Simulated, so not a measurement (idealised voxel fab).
Name of the process module below: voxel gate over fins
Cross-section cut spans 260 nm and uses square cells 5 nm in size.
We lay out every cross-section as a grid of square cells and spell it out in bands from the top down, where one band means one or more rows of cells.
Band: top height; bottom height; in nm. Then, left to right: material with width in nm, for each material. "everywhere": a single material spanning edge to edge. "empty": empty space.
Counting heights begins at 0, where everything beneath is, in the wafer as received, one material. The lowest band has no bottom; it goes on downwards, as "z 0 and below" shows.
The notation "30..40" denotes a width that varies across the rows of cells in the band, beginning at the first number in the top row, finishing at the second number in the bottom row, and changing by an identical amount from each row to the next.
Key: "no change occurred" - step with no changed cell in the cross-section.
If an empty space has no open way to the top and is at least 8 cells in size, "Closed voids list" lists it, written width x height at distance, where distance is measured from the left edge and every value is in nm.
Where a step's line continues beyond its settings, the continuation is a remark by the simulator itself on that step.
"overlay nm", when on a step's line for a step with a mask, measures how far to the right of its planned place the mask lay; a negative measure means to the left.

**Process steps - plan**
| 1 | op RECEIVE | material Si |
| 2 | op CONFORMAL_DEP | material SiN | thk nm 5 |
| 3 | op DIRECTIONAL_DEP | material aC | thk nm 15 |
| 4 | op PATTERN | tone cover | mask id FINS | material resist | width nm 15 | pitch nm 40 | thk nm 30 | overlay nm 0 |
| 5 | op DIRECTIONAL_ETCH | etch materials aC | depth nm 15 |
| 6 | op STRIP | etch materials resist |
| 7 | op DIRECTIONAL_ETCH | etch materials SiN | depth nm 5 |
| 8 | op DIRECTIONAL_ETCH | etch materials Si | depth nm 35 |
| 9 | op STRIP | etch materials aC |
| 10 | op OXIDIZE | depth nm 5 |
| 11 | op FILL_DEP | material SiO2 | thk nm 10 |
| 12 | op CMP | height nm 5 |
| 13 | op SELECTIVE_ETCH | etch materials SiO2 | depth nm 15 |
| 14 | op STRIP | etch materials SiN |
| 15 | op CONFORMAL_DEP | material HfO2 | thk nm 5 |
| 16 | op CONFORMAL_DEP | material TiN | thk nm 5 |
| 17 | op FILL_DEP | material W | thk nm 15 |
| 18 | op CMP | height nm 20 |
| 19 | op CONFORMAL_DEP | material SiCN | thk nm 10 |

**Received-state cross-section, reflecting completion of step 1**
- z 0 and below | Si everywhere
- Closed voids list: none

**Cross-section: first of two wafers, module finished, run according to plan**
- z 30 to 20 | SiCN everywhere
- z 20 to 10 | W everywhere
- z 10 to 5 | 55 of W, 25 of TiN, 15 of W, 25 of TiN, 15 of W, 25 of TiN, 15 of W, 25 of TiN, 60 of W
- z 5 to 0 | 55 of W, 5 of TiN, 15 of HfO2, 5 of TiN, 15 of W, 5 of TiN, 15 of HfO2, 5 of TiN, 15 of W, 5 of TiN, 15 of HfO2, 5 of TiN, 15 of W, 5 of TiN, 15 of HfO2, 5 of TiN, 60 of W
- z 0 to -5 | 60 of TiN, 5 of HfO2, 5 of Si, 5 of HfO2, 25 of TiN, 5 of HfO2, 5 of Si, 5 of HfO2, 25 of TiN, 5 of HfO2, 5 of Si, 5 of HfO2, 25 of TiN, 5 of HfO2, 5 of Si, 5 of HfO2, 65 of TiN
- z -5 to -10 | 65 of HfO2, 5 of Si, 35 of HfO2, 5 of Si, 35 of HfO2, 5 of Si, 35 of HfO2, 5 of Si, 70 of HfO2
- z -10 to -40 | 65 of SiO2, 5 of Si, 35 of SiO2, 5 of Si, 35 of SiO2, 5 of Si, 35 of SiO2, 5 of Si, 70 of SiO2
- z -40 and below | Si everywhere
- Closed voids list: none

**This is the second of the two wafers, cross-sectioned at the end of the module; it started exactly like the first and was given the same plan, but it was run with one mistake**
- z 30 to 20 | SiCN everywhere
- z 20 to 10 | W everywhere
- z 10 to 5 | 55 of W, 30 of TiN, 10 of W, 30 of TiN, 10 of W, 30 of TiN, 10 of W, 30 of TiN, 55 of W
- z 5 to 0 | 55 of W, 5 of TiN, 20 of HfO2, 5 of TiN, 10 of W, 5 of TiN, 20 of HfO2, 5 of TiN, 10 of W, 5 of TiN, 20 of HfO2, 5 of TiN, 10 of W, 5 of TiN, 20 of HfO2, 5 of TiN, 55 of W
- z 0 to -5 | 60 of TiN, 5 of HfO2, 10 of Si, 5 of HfO2, 20 of TiN, 5 of HfO2, 10 of Si, 5 of HfO2, 20 of TiN, 5 of HfO2, 10 of Si, 5 of HfO2, 20 of TiN, 5 of HfO2, 10 of Si, 5 of HfO2, 60 of TiN
- z -5 to -10 | 65 of HfO2, 10 of Si, 30 of HfO2, 10 of Si, 30 of HfO2, 10 of Si, 30 of HfO2, 10 of Si, 65 of HfO2
- z -10 to -40 | 65 of SiO2, 10 of Si, 30 of SiO2, 10 of Si, 30 of SiO2, 10 of Si, 30 of SiO2, 10 of Si, 65 of SiO2
- z -40 and below | Si everywhere
- Closed voids list: none
What was the processing mistake? contrary to plan, step 4 was performed as op PATTERN | tone cover | mask id FINS | material resist | width nm 20 | pitch nm 40 | thk nm 30 | overlay nm 0
Materials where the second wafer ends with more or fewer cells than the first: +32 Si, -24 SiO2, -8 W
